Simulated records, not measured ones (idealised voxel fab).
process module | voxel air gaps
cross-section cut | 180 nm wide | cells 5 nm
A cross-section is a grid of square cells, given in bands from the top down. A band is one or more rows of cells.
Each band's line starts with the height of the band's top and of its bottom, in nm. Then come its materials from left to right, each with its width in nm. One material with "throughout" fills the band from edge to edge. "air" is empty space.
Height 0 is the level under which the wafer as received is all one material. The lowest band goes on downwards, as in "0 down".
A width such as "30 to 40" changes by the same amount from each row of cells to the next, from the band's top row to its bottom row.
"no change" after a step means that no cell of the cross-section changed.
closed voids: empty space of 8 cells or more with no open way to the top, each as width x height at its distance from the left edge, in nm
after a step's settings: what the simulator itself notes on the step
overlay nm, on a step with a mask: how far to the right of its planned place the mask lay; to the left if negative
plan
1 op RECEIVE | material Si
2 op CONFORMAL_DEP | material SiO2 | thk nm 10
3 op CONFORMAL_DEP | material SiN | thk nm 5
4 op DIRECTIONAL_DEP | material SiO2 | thk nm 40
5 op MASKED_ETCH | tone open | mask id LINES | width nm 25 | pitch nm 55 | etch materials SiO2 | depth nm 40 | overlay nm 0
6 op CONFORMAL_DEP | material TiN | thk nm 5
7 op FILL_DEP | material Ru | thk nm 10
8 op CMP | height nm 55
9 op EPI | material Ru | thk nm 10
10 op SELECTIVE_ETCH | etch materials SiO2 | depth nm 50
11 op CONFORMAL_DEP | material SiCN | thk nm 5
first wafer, as planned
as received, after step 1
  0 down: Si throughout
  closed voids: none
after step 2
  10 to 0: SiO2 throughout
  below 0: unchanged
after step 3
  15 to 10: SiN throughout
  below 10: unchanged
after step 4
  55 to 15: SiO2 throughout
  below 15: unchanged
after step 5
  55 to 15: SiO2 20 | air 25 | SiO2 30 | air 25 | SiO2 30 | air 25 | SiO2 25
  below 15: unchanged
after step 6
  60 to 55: TiN 25 | air 15 | TiN 40 | air 15 | TiN 40 | air 15 | TiN 30
  55 to 20: SiO2 20 | TiN 5 | air 15 | TiN 5 | SiO2 30 | TiN 5 | air 15 | TiN 5 | SiO2 30 | TiN 5 | air 15 | TiN 5 | SiO2 25
  20 to 15: SiO2 20 | TiN 25 | SiO2 30 | TiN 25 | SiO2 30 | TiN 25 | SiO2 25
  below 15: unchanged
after step 7
  70 to 60: Ru throughout
  60 to 55: TiN 25 | Ru 15 | TiN 40 | Ru 15 | TiN 40 | Ru 15 | TiN 30
  55 to 20: SiO2 20 | TiN 5 | Ru 15 | TiN 5 | SiO2 30 | TiN 5 | Ru 15 | TiN 5 | SiO2 30 | TiN 5 | Ru 15 | TiN 5 | SiO2 25
  below 20: unchanged
after step 8
  55 to 20: SiO2 20 | TiN 5 | Ru 15 | TiN 5 | SiO2 30 | TiN 5 | Ru 15 | TiN 5 | SiO2 30 | TiN 5 | Ru 15 | TiN 5 | SiO2 25
  below 20: unchanged
after step 9
  65 to 55: air 10 | Ru 45 | air 10 | Ru 45 | air 10 | Ru 45 | air 15
  below 55: unchanged
after step 10
  65 to 55: air 10 | Ru 45 | air 10 | Ru 45 | air 10 | Ru 45 | air 15
  55 to 20: air 20 | TiN 5 | Ru 15 | TiN 5 | air 30 | TiN 5 | Ru 15 | TiN 5 | air 30 | TiN 5 | Ru 15 | TiN 5 | air 25
  20 to 15: air 20 | TiN 25 | air 30 | TiN 25 | air 30 | TiN 25 | air 25
  below 15: unchanged
after step 11
  70 to 65: air 5 | SiCN 165 | air 10
  65 to 55: air 5 | SiCN 5 | Ru 45 | SiCN 10 | Ru 45 | SiCN 10 | Ru 45 | SiCN 5 | air 10
  55 to 50: air 5 | SiCN 15 | TiN 5 | Ru 15 | TiN 5 | SiCN 30 | TiN 5 | Ru 15 | TiN 5 | SiCN 30 | TiN 5 | Ru 15 | TiN 5 | SiCN 15 | air 10
  50 to 20: air 15 | SiCN 5 | TiN 5 | Ru 15 | TiN 5 | SiCN 5 | air 20 | SiCN 5 | TiN 5 | Ru 15 | TiN 5 | SiCN 5 | air 20 | SiCN 5 | TiN 5 | Ru 15 | TiN 5 | SiCN 5 | air 20
  20 to 15: SiCN 20 | TiN 25 | SiCN 30 | TiN 25 | SiCN 30 | TiN 25 | SiCN 25
  below 15: unchanged
  closed voids: 20 x 30 at 50; 20 x 30 at 105
second wafer: like start, like plan, one mistake. Through step 4 it matches the first wafer
when step 5 should have ended
  55 to 15: SiO2 30 | air 25 | SiO2 30 | air 25 | SiO2 30 | air 25 | SiO2 15
  below 15: unchanged
when step 6 should have ended
  60 to 55: TiN 35 | air 15 | TiN 40 | air 15 | TiN 40 | air 15 | TiN 20
  55 to 20: SiO2 30 | TiN 5 | air 15 | TiN 5 | SiO2 30 | TiN 5 | air 15 | TiN 5 | SiO2 30 | TiN 5 | air 15 | TiN 5 | SiO2 15
  20 to 15: SiO2 30 | TiN 25 | SiO2 30 | TiN 25 | SiO2 30 | TiN 25 | SiO2 15
  below 15: unchanged
when step 7 should have ended
  70 to 60: Ru throughout
  60 to 55: TiN 35 | Ru 15 | TiN 40 | Ru 15 | TiN 40 | Ru 15 | TiN 20
  55 to 20: SiO2 30 | TiN 5 | Ru 15 | TiN 5 | SiO2 30 | TiN 5 | Ru 15 | TiN 5 | SiO2 30 | TiN 5 | Ru 15 | TiN 5 | SiO2 15
  below 20: unchanged
when step 8 should have ended
  55 to 20: SiO2 30 | TiN 5 | Ru 15 | TiN 5 | SiO2 30 | TiN 5 | Ru 15 | TiN 5 | SiO2 30 | TiN 5 | Ru 15 | TiN 5 | SiO2 15
  below 20: unchanged
when step 9 should have ended
  65 to 55: air 20 | Ru 45 | air 10 | Ru 45 | air 10 | Ru 45 | air 5
  below 55: unchanged
when step 10 should have ended
  65 to 55: air 20 | Ru 45 | air 10 | Ru 45 | air 10 | Ru 45 | air 5
  55 to 20: air 30 | TiN 5 | Ru 15 | TiN 5 | air 30 | TiN 5 | Ru 15 | TiN 5 | air 30 | TiN 5 | Ru 15 | TiN 5 | air 15
  20 to 15: air 30 | TiN 25 | air 30 | TiN 25 | air 30 | TiN 25 | air 15
  below 15: unchanged
when step 11 should have ended
  70 to 65: air 15 | SiCN 165
  65 to 55: air 15 | SiCN 5 | Ru 45 | SiCN 10 | Ru 45 | SiCN 10 | Ru 45 | SiCN 5
  55 to 50: air 15 | SiCN 15 | TiN 5 | Ru 15 | TiN 5 | SiCN 30 | TiN 5 | Ru 15 | TiN 5 | SiCN 30 | TiN 5 | Ru 15 | TiN 5 | SiCN 15
  50 to 20: air 25 | SiCN 5 | TiN 5 | Ru 15 | TiN 5 | SiCN 5 | air 20 | SiCN 5 | TiN 5 | Ru 15 | TiN 5 | SiCN 5 | air 20 | SiCN 5 | TiN 5 | Ru 15 | TiN 5 | SiCN 5 | air 10
  20 to 15: SiCN 30 | TiN 25 | SiCN 30 | TiN 25 | SiCN 30 | TiN 25 | SiCN 15
  below 15: unchanged
  closed voids: 20 x 30 at 60; 20 x 30 at 115; 10 x 30 at 170
what went wrong: step 5 ran as: op MASKED_ETCH | tone open | mask id LINES | width nm 25 | pitch nm 55 | etch materials SiO2 | depth nm 40 | overlay nm 10
at the end the second wafer has, in cells: as many of each material as the first, in other places
closed voids at the end (first wafer, second wafer): 2, 3
